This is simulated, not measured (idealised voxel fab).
process module | voxel gate over fins
In the cross-section labelled cut, the width is 255 nm and each square cell is 5 nm.
In what follows, cross-sections appear as grids of square cells, described through bands that run from the top down, where every band is one or more rows of cells.
Read a band's entry like this: the first values are the height of its top and the height of its bottom in nm, and what follows is the sequence of materials from left to right, each with its width in nm. Note that "empty" is empty space, and that a single material marked "full width" reaches across the band from edge to edge.
Height datum 0, below which the as-received substrate wafer is one material. Lowest band open at the bottom, running downward: "from 0 down".
So if you see something like "30 to 40" for the width, read it as the top row of the band sitting at the first number and the bottom row at the second, with every row in between moving by the same amount as the last.
The cross-section has no changed cell in any step marked "nothing changed".
Under "Sealed voids" you'll find the enclosed gaps, the ones with no way out to the top, that are 8 cells or bigger; each reads width x height at distance, with distance counted from the left edge, everything in nm.
Note: text after step settings on the step line = simulator remark on that step.
Among the settings permitted on a step's line is "overlay nm"; applied to a step with a mask, it specifies the extent to which the mask lay to the right of its planned position, whereas a negative figure signifies a position to the left.

Plan:
- 1: RECEIVE [material Si]
- 2: CONFORMAL_DEP [material SiN] [thk nm 10]
- 3: DIRECTIONAL_DEP [material aC] [thk nm 10]
- 4: PATTERN [tone cover] [mask id FINS] [material resist] [width nm 15] [pitch nm 50] [thk nm 30] [overlay nm 0]
- 5: DIRECTIONAL_ETCH [etch materials aC] [depth nm 10]
- 6: STRIP [etch materials resist]
- 7: DIRECTIONAL_ETCH [etch materials SiN] [depth nm 10]
- 8: DIRECTIONAL_ETCH [etch materials Si] [depth nm 35]
- 9: STRIP [etch materials aC]
- 10: OXIDIZE [depth nm 5]
- 11: FILL_DEP [material SiO2] [thk nm 5]
- 12: CMP [height nm 10]
- 13: DIRECTIONAL_DEP [material aC] [thk nm 15]
- 14: PATTERN [tone open] [mask id RAIL] [material resist] [width nm 15] [thk nm 35] [overlay nm 0]
- 15: DIRECTIONAL_ETCH [etch materials aC] [depth nm 15]
- 16: STRIP [etch materials resist]
- 17: DIRECTIONAL_ETCH [etch materials SiO2] [depth nm 40]
- 18: STRIP [etch materials aC]
- 19: CONFORMAL_DEP [material TiN] [thk nm 5]
- 20: FILL_DEP [material Ru] [thk nm 10]
- 21: CMP [height nm 10]
- 22: SELECTIVE_ETCH [etch materials W Ru TiN] [depth nm 35]
- 23: FILL_DEP [material SiO2] [thk nm 5]
- 24: CMP [height nm 10]
- 25: SELECTIVE_ETCH [etch materials SiO2] [depth nm 25]
- 26: STRIP [etch materials SiN]
- 27: CONFORMAL_DEP [material HfO2] [thk nm 5]
- 28: CONFORMAL_DEP [material TiN] [thk nm 5]
- 29: CONFORMAL_DEP [material TiAl] [thk nm 5]
- 30: CONFORMAL_DEP [material TiN] [thk nm 5]
- 31: FILL_DEP [material W] [thk nm 10]
- 32: CMP [height nm 25]
- 33: CONFORMAL_DEP [material SiCN] [thk nm 10]

Incoming wafer, cross-sectional view, post step 1:
> from 0 down: Si full width
> Sealed voids: none

First wafer at the end, as planned:
> from 35 to 25: SiCN full width
> from 25 to 20: W full width
> from 20 to 15: W 55 nm, then TiN 45 nm, then W 5 nm, then TiN 45 nm, then W 5 nm, then TiN 45 nm, then W 55 nm
> from 15 to 10: W 55 nm, then TiN 5 nm, then TiAl 35 nm, then TiN 5 nm, then W 5 nm, then TiN 5 nm, then TiAl 35 nm, then TiN 5 nm, then W 5 nm, then TiN 5 nm, then TiAl 35 nm, then TiN 5 nm, then W 55 nm
> from 10 to 5: W 55 nm, then TiN 5 nm, then TiAl 5 nm, then TiN 25 nm, then TiAl 5 nm, then TiN 5 nm, then W 5 nm, then TiN 5 nm, then TiAl 5 nm, then TiN 25 nm, then TiAl 5 nm, then TiN 5 nm, then W 5 nm, then TiN 5 nm, then TiAl 5 nm, then TiN 25 nm, then TiAl 5 nm, then TiN 5 nm, then W 55 nm
> from 5 to 0: TiN 60 nm, then TiAl 5 nm, then TiN 5 nm, then HfO2 15 nm, then TiN 5 nm, then TiAl 5 nm, then TiN 15 nm, then TiAl 5 nm, then TiN 5 nm, then HfO2 15 nm, then TiN 5 nm, then TiAl 5 nm, then TiN 15 nm, then TiAl 5 nm, then TiN 5 nm, then HfO2 15 nm, then TiN 5 nm, then TiAl 5 nm, then TiN 60 nm
> from 0 to -5: TiAl 65 nm, then TiN 5 nm, then HfO2 5 nm, then Si 5 nm, then HfO2 5 nm, then TiN 5 nm, then TiAl 25 nm, then TiN 5 nm, then HfO2 5 nm, then Si 5 nm, then HfO2 5 nm, then TiN 5 nm, then TiAl 25 nm, then TiN 5 nm, then HfO2 5 nm, then Si 5 nm, then HfO2 5 nm, then TiN 5 nm, then TiAl 65 nm
> from -5 to -10: TiN 70 nm, then HfO2 5 nm, then Si 5 nm, then HfO2 5 nm, then TiN 35 nm, then HfO2 5 nm, then Si 5 nm, then HfO2 5 nm, then TiN 35 nm, then HfO2 5 nm, then Si 5 nm, then HfO2 5 nm, then TiN 70 nm
> from -10 to -15: HfO2 75 nm, then Si 5 nm, then HfO2 45 nm, then Si 5 nm, then HfO2 45 nm, then Si 5 nm, then HfO2 75 nm
> from -15 to -25: SiO2 75 nm, then Si 5 nm, then SiO2 45 nm, then Si 5 nm, then SiO2 45 nm, then Si 5 nm, then SiO2 75 nm
> from -25 to -30: SiO2 75 nm, then Si 5 nm, then SiO2 15 nm, then TiN 15 nm, then SiO2 15 nm, then Si 5 nm, then SiO2 45 nm, then Si 5 nm, then SiO2 75 nm
> from -30 to -40: SiO2 75 nm, then Si 5 nm, then SiO2 45 nm, then Si 5 nm, then SiO2 45 nm, then Si 5 nm, then SiO2 75 nm
> from -40 down: Si full width
> Sealed voids: none

Cross-section at end of module for the second wafer of two, which matched the first in starting point and plan and differed by one mistake in its processing:
> from 35 to 25: SiCN full width
> from 25 to 20: W full width
> from 20 to 15: W 55 nm, then TiN 45 nm, then W 5 nm, then TiN 45 nm, then W 5 nm, then TiN 45 nm, then W 55 nm
> from 15 to 10: W 55 nm, then TiN 5 nm, then TiAl 35 nm, then TiN 5 nm, then W 5 nm, then TiN 5 nm, then TiAl 35 nm, then TiN 5 nm, then W 5 nm, then TiN 5 nm, then TiAl 35 nm, then TiN 5 nm, then W 55 nm
> from 10 to 5: W 55 nm, then TiN 5 nm, then TiAl 5 nm, then TiN 25 nm, then TiAl 5 nm, then TiN 5 nm, then W 5 nm, then TiN 5 nm, then TiAl 5 nm, then TiN 25 nm, then TiAl 5 nm, then TiN 5 nm, then W 5 nm, then TiN 5 nm, then TiAl 5 nm, then TiN 25 nm, then TiAl 5 nm, then TiN 5 nm, then W 55 nm
> from 5 to 0: TiN 60 nm, then TiAl 5 nm, then TiN 5 nm, then HfO2 15 nm, then TiN 5 nm, then TiAl 5 nm, then TiN 15 nm, then TiAl 5 nm, then TiN 5 nm, then HfO2 15 nm, then TiN 5 nm, then TiAl 5 nm, then TiN 15 nm, then TiAl 5 nm, then TiN 5 nm, then HfO2 15 nm, then TiN 5 nm, then TiAl 5 nm, then TiN 60 nm
> from 0 to -5: TiAl 65 nm, then TiN 5 nm, then HfO2 5 nm, then Si 5 nm, then HfO2 5 nm, then TiN 5 nm, then TiAl 25 nm, then TiN 5 nm, then HfO2 5 nm, then Si 5 nm, then HfO2 5 nm, then TiN 5 nm, then TiAl 25 nm, then TiN 5 nm, then HfO2 5 nm, then Si 5 nm, then HfO2 5 nm, then TiN 5 nm, then TiAl 65 nm
> from -5 to -10: TiN 70 nm, then HfO2 5 nm, then Si 5 nm, then HfO2 5 nm, then TiN 35 nm, then HfO2 5 nm, then Si 5 nm, then HfO2 5 nm, then TiN 35 nm, then HfO2 5 nm, then Si 5 nm, then HfO2 5 nm, then TiN 70 nm
> from -10 to -15: HfO2 75 nm, then Si 5 nm, then HfO2 45 nm, then Si 5 nm, then HfO2 45 nm, then Si 5 nm, then HfO2 75 nm
> from -15 to -25: SiO2 75 nm, then Si 5 nm, then SiO2 45 nm, then Si 5 nm, then SiO2 45 nm, then Si 5 nm, then SiO2 75 nm
> from -25 to -30: SiO2 75 nm, then Si 5 nm, then SiO2 15 nm, then TiN 15 nm, then SiO2 15 nm, then Si 5 nm, then SiO2 45 nm, then Si 5 nm, then SiO2 75 nm
> from -30 to -75: SiO2 75 nm, then Si 5 nm, then SiO2 45 nm, then Si 5 nm, then SiO2 45 nm, then Si 5 nm, then SiO2 75 nm
> from -75 down: Si full width
> Sealed voids: none
Finding, execution versus plan: plan step 8 was conducted twice
Wafer comparison, final, in cells, second relative to first, materials more or fewer: Si -336, SiO2 +336
